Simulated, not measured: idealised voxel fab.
process module | voxel capacitor over wiring
cross-section cut | 230 nm wide | cells 5 nm
A cross-section is a grid of square cells, given in bands from the top down. A band is one or more rows of cells.
Each band's line starts with the height of the band's top and of its bottom, in nm. Then come its materials from left to right, each with its width in nm. One material with "throughout" fills the band from edge to edge. "air" is empty space.
Height 0 is the level under which the wafer as received is all one material. The lowest band goes on downwards, as in "0 down".
A width such as "30 to 40" changes by the same amount from each row of cells to the next, from the band's top row to its bottom row.
"no change" after a step means that no cell of the cross-section changed.
closed voids: empty space of 8 cells or more with no open way to the top, each as width x height at its distance from the left edge, in nm
after a step's settings: what the simulator itself notes on the step
overlay nm, on a step with a mask: how far to the right of its planned place the mask lay; to the left if negative
plan
1 op RECEIVE | material Si
2 op CONFORMAL_DEP | material SiO2 | thk nm 10
3 op DIRECTIONAL_DEP | material TiN | thk nm 5
4 op DIRECTIONAL_DEP | material Ru | thk nm 25
5 op DIRECTIONAL_DEP | material aC | thk nm 15
6 op PATTERN | tone cover | mask id METAL_1 | material resist | width nm 25 | pitch nm 90 | thk nm 30 | overlay nm 0
7 op DIRECTIONAL_ETCH | etch materials aC | depth nm 15
8 op STRIP | etch materials resist
9 op DIRECTIONAL_ETCH | etch materials Ru | depth nm 25
10 op DIRECTIONAL_ETCH | etch materials TiN | depth nm 5
11 op STRIP | etch materials aC
12 op CONFORMAL_DEP | material SiCN | thk nm 5
13 op FILL_DEP | material SiO2 | thk nm 10
14 op CMP | height nm 40
15 op CONFORMAL_DEP | material SiCN | thk nm 5
16 op DIRECTIONAL_DEP | material SiO2 | thk nm 20
17 op PATTERN | tone open | mask id PLUG_1 | material resist | width nm 15 | thk nm 15 | overlay nm 0
18 op DIRECTIONAL_ETCH | etch materials SiO2 | depth nm 20
19 op DIRECTIONAL_ETCH | etch materials SiCN | depth nm 5
20 op STRIP | etch materials resist
21 op CONFORMAL_DEP | material TiN | thk nm 5
22 op FILL_DEP | material Ru | thk nm 5
23 op CMP | height nm 65
24 op DIRECTIONAL_DEP | material TiN | thk nm 5
25 op DIRECTIONAL_DEP | material HfO2 | thk nm 5
26 op DIRECTIONAL_DEP | material TiN | thk nm 5
27 op DIRECTIONAL_DEP | material aC | thk nm 10
28 op PATTERN | tone cover | mask id UPPER_PLATE | material resist | width nm 70 | thk nm 25 | overlay nm 0
29 op DIRECTIONAL_ETCH | etch materials aC | depth nm 10
30 op STRIP | etch materials resist
31 op DIRECTIONAL_ETCH | etch materials TiN | depth nm 5
32 op DIRECTIONAL_ETCH | etch materials HfO2 | depth nm 5
33 op STRIP | etch materials aC
34 op DIRECTIONAL_DEP | material aC | thk nm 10
35 op PATTERN | tone cover | mask id LOWER_PLATE | material resist | width nm 80 | thk nm 30 | overlay nm 0
36 op DIRECTIONAL_ETCH | etch materials aC | depth nm 10
37 op STRIP | etch materials resist
38 op DIRECTIONAL_ETCH | etch materials TiN | depth nm 5
39 op STRIP | etch materials aC
40 op FILL_DEP | material SiO2 | thk nm 15
41 op CMP | height nm 90
42 op PATTERN | tone open | mask id PLUG_2 | material resist | width nm 15 | thk nm 20 | overlay nm 0
43 op DIRECTIONAL_ETCH | etch materials SiO2 | depth nm 10
44 op STRIP | etch materials resist
45 op CONFORMAL_DEP | material TiN | thk nm 5
46 op FILL_DEP | material W | thk nm 10
47 op CMP | height nm 90
48 op CONFORMAL_DEP | material SiN | thk nm 5
as received, after step 1
  0 down: Si throughout
  closed voids: none
first wafer at the end, as planned
  95 to 90: SiN throughout
  90 to 85: SiO2 75 | TiN 5 | W 5 | TiN 5 | SiO2 140
  85 to 75: SiO2 75 to 65 | TiN 15 to 70 | SiO2 140 to 95
  75 to 70: SiO2 65 | HfO2 70 | SiO2 95
  70 to 65: SiO2 60 | TiN 80 | SiO2 90
  65 to 45: SiO2 65 | TiN 5 | Ru 5 | TiN 5 | SiO2 150
  45 to 40: SiCN 65 | TiN 15 | SiCN 150
  40 to 15: SiO2 50 | SiCN 5 | Ru 25 | SiCN 5 | SiO2 55 | SiCN 5 | Ru 25 | SiCN 5 | SiO2 55
  15 to 10: SiCN 55 | TiN 25 | SiCN 65 | TiN 25 | SiCN 60
  10 to 0: SiO2 throughout
  0 down: Si throughout
  closed voids: none
second wafer at the end: like start, like plan, one mistake
  95 to 90: SiN throughout
  90 to 85: SiO2 75 | TiN 5 | aC 5 | TiN 5 | SiO2 140
  85 to 75: SiO2 75 to 65 | TiN 15 to 70 | SiO2 140 to 95
  75 to 70: SiO2 65 | HfO2 70 | SiO2 95
  70 to 65: SiO2 60 | TiN 80 | SiO2 90
  65 to 45: SiO2 65 | TiN 5 | Ru 5 | TiN 5 | SiO2 150
  45 to 40: SiCN 65 | TiN 15 | SiCN 150
  40 to 15: SiO2 50 | SiCN 5 | Ru 25 | SiCN 5 | SiO2 55 | SiCN 5 | Ru 25 | SiCN 5 | SiO2 55
  15 to 10: SiCN 55 | TiN 25 | SiCN 65 | TiN 25 | SiCN 60
  10 to 0: SiO2 throughout
  0 down: Si throughout
  closed voids: none
what went wrong: step 46 ran as: op FILL_DEP | material aC | thk nm 10
at the end the second wafer has, in cells: 1 fewer of W | 1 more of aC
